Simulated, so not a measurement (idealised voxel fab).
Proc. module: voxel air gaps
We display cut, a cross-section 285 nm in width whose square cells are each 5 nm.
In what follows, cross-sections appear as grids of square cells, described through bands that run from the top down, where every band is one or more rows of cells.
Per band: top height and bottom height in nm, followed by the left-to-right materials and their widths in nm; "all across" marks a single material spanning edge to edge, "air" marks empty space.
A quick word on heights: they are counted from 0, and under that level the wafer as it came to us is one material throughout. The lowest band is different from the rest in having no bottom; it simply continues downward, written as in "z 0 and below".
Width: "30->40" (first number = top row, second number = bottom row, same change from row to row of cells).
"stayed the same" means the step left every cell of the cross-section as it was.
Closed-off voids of 8+ cells (no open route to the top) go in "Closed voids list", written width x height at distance from the left edge, in nm.
Formally, on a step line, whatever follows the settings is a remark that the simulator itself makes on the step.
Regarding "overlay nm": on a step with a mask, it is the distance the mask lay to the right of its planned place; a negative value places it to the left.
plan:
1) RECEIVE, material Si
2) CONFORMAL_DEP, material SiO2, thk nm 15
3) CONFORMAL_DEP, material SiN, thk nm 5
4) DIRECTIONAL_DEP, material lowk, thk nm 30
5) MASKED_ETCH, tone open, mask id LINES, width nm 20, pitch nm 50, etch materials lowk, depth nm 30, overlay nm 0
6) CONFORMAL_DEP, material TiN, thk nm 5
7) FILL_DEP, material Cu, thk nm 10
8) CMP, height nm 50
9) EPI, material Ru, thk nm 10
10) SELECTIVE_ETCH, etch materials lowk, depth nm 40
11) CONFORMAL_DEP, material SiN, thk nm 5
Concerning the first of two wafers, which was run in accordance with the plan:
So this is the incoming wafer in cross-section - it's already been through step 1:
* z 0 and below: Si all across
* Closed voids list: none
Wafer section view after processing step 2:
* z 15 to 0: SiO2 all across
* Below 0 it's all the same as before, nothing changed down there.
Wafer section view after processing step 3:
* z 20 to 15: SiN all across
* Below 15 it's all the same as before, nothing changed down there.
Wafer section view after processing step 4:
* z 50 to 20: lowk all across
* Below 20 it's all the same as before, nothing changed down there.
Wafer section view after processing step 5:
* z 50 to 20: 55 nm lowk  20 nm air  30 nm lowk  20 nm air  30 nm lowk  20 nm air  30 nm lowk  20 nm air  60 nm lowk
* Below 20 it's all the same as before, nothing changed down there.
Wafer section view after processing step 6:
* z 55 to 50: 60 nm TiN  10 nm air  40 nm TiN  10 nm air  40 nm TiN  10 nm air  40 nm TiN  10 nm air  65 nm TiN
* z 50 to 25: 55 nm lowk  5 nm TiN  10 nm air  5 nm TiN  30 nm lowk  5 nm TiN  10 nm air  5 nm TiN  30 nm lowk  5 nm TiN  10 nm air  5 nm TiN  30 nm lowk  5 nm TiN  10 nm air  5 nm TiN  60 nm lowk
* z 25 to 20: 55 nm lowk  20 nm TiN  30 nm lowk  20 nm TiN  30 nm lowk  20 nm TiN  30 nm lowk  20 nm TiN  60 nm lowk
* Below 20 it's all the same as before, nothing changed down there.
Wafer section view after processing step 7:
* z 65 to 55: Cu all across
* z 55 to 50: 60 nm TiN  10 nm Cu  40 nm TiN  10 nm Cu  40 nm TiN  10 nm Cu  40 nm TiN  10 nm Cu  65 nm TiN
* z 50 to 25: 55 nm lowk  5 nm TiN  10 nm Cu  5 nm TiN  30 nm lowk  5 nm TiN  10 nm Cu  5 nm TiN  30 nm lowk  5 nm TiN  10 nm Cu  5 nm TiN  30 nm lowk  5 nm TiN  10 nm Cu  5 nm TiN  60 nm lowk
* Below 25 it's all the same as before, nothing changed down there.
Wafer section view after processing step 8:
* z 50 to 25: 55 nm lowk  5 nm TiN  10 nm Cu  5 nm TiN  30 nm lowk  5 nm TiN  10 nm Cu  5 nm TiN  30 nm lowk  5 nm TiN  10 nm Cu  5 nm TiN  30 nm lowk  5 nm TiN  10 nm Cu  5 nm TiN  60 nm lowk
* Below 25 it's all the same as before, nothing changed down there.
Wafer section view after processing step 9:
* z 60 to 50: 45 nm air  40 nm Ru  10 nm air  40 nm Ru  10 nm air  40 nm Ru  10 nm air  40 nm Ru  50 nm air
* Below 50 it's all the same as before, nothing changed down there.
Wafer section view after processing step 10:
* z 60 to 50: 45 nm air  40 nm Ru  10 nm air  40 nm Ru  10 nm air  40 nm Ru  10 nm air  40 nm Ru  50 nm air
* z 50 to 25: 55 nm air  5 nm TiN  10 nm Cu  5 nm TiN  30 nm air  5 nm TiN  10 nm Cu  5 nm TiN  30 nm air  5 nm TiN  10 nm Cu  5 nm TiN  30 nm air  5 nm TiN  10 nm Cu  5 nm TiN  60 nm air
* z 25 to 20: 55 nm air  20 nm TiN  30 nm air  20 nm TiN  30 nm air  20 nm TiN  30 nm air  20 nm TiN  60 nm air
* Below 20 it's all the same as before, nothing changed down there.
Wafer section view after processing step 11:
* z 65 to 60: 40 nm air  200 nm SiN  45 nm air
* z 60 to 50: 40 nm air  5 nm SiN  40 nm Ru  10 nm SiN  40 nm Ru  10 nm SiN  40 nm Ru  10 nm SiN  40 nm Ru  5 nm SiN  45 nm air
* z 50 to 45: 40 nm air  15 nm SiN  5 nm TiN  10 nm Cu  5 nm TiN  30 nm SiN  5 nm TiN  10 nm Cu  5 nm TiN  30 nm SiN  5 nm TiN  10 nm Cu  5 nm TiN  30 nm SiN  5 nm TiN  10 nm Cu  5 nm TiN  15 nm SiN  45 nm air
* z 45 to 25: 50 nm air  5 nm SiN  5 nm TiN  10 nm Cu  5 nm TiN  5 nm SiN  20 nm air  5 nm SiN  5 nm TiN  10 nm Cu  5 nm TiN  5 nm SiN  20 nm air  5 nm SiN  5 nm TiN  10 nm Cu  5 nm TiN  5 nm SiN  20 nm air  5 nm SiN  5 nm TiN  10 nm Cu  5 nm TiN  5 nm SiN  55 nm air
* z 25 to 20: 55 nm SiN  20 nm TiN  30 nm SiN  20 nm TiN  30 nm SiN  20 nm TiN  30 nm SiN  20 nm TiN  60 nm SiN
* Below 20 it's all the same as before, nothing changed down there.
* Closed voids list: 20 x 20 at 80; 20 x 20 at 130; 20 x 20 at 180
Notes, second wafer: start = first wafer's, plan = first wafer's, execution had one mistake; history identical to first through step 7:
Second wafer cross-section, taken as of the time the plan sets for step 8 to be done:
* z 55 to 50: 60 nm TiN  10 nm Cu  40 nm TiN  10 nm Cu  40 nm TiN  10 nm Cu  40 nm TiN  10 nm Cu  65 nm TiN
* Below 50 it's all the same as before, nothing changed down there.
Second wafer cross-section, taken as of the time the plan sets for step 9 to be done:
* z 65 to 55: Ru all across
* Below 55 it's all the same as before, nothing changed down there.
Second wafer cross-section, taken as of the time the plan sets for step 10 to be done: stayed the same
Second wafer cross-section, taken as of the time the plan sets for step 11 to be done:
* z 70 to 65: SiN all across
* Below 65 it's all the same as before, nothing changed down there.
What went wrong in running the wafer? step 8 was not run as planned; what actually ran was CMP, height nm 55
The closing comparison, in cells, has the second wafer with more or fewer of some materials than the first: +8 Cu; +50 Ru; -96 SiN; +49 TiN; +246 lowk
The second wafer ends with 0 closed voids, and the first wafer ends with 3.
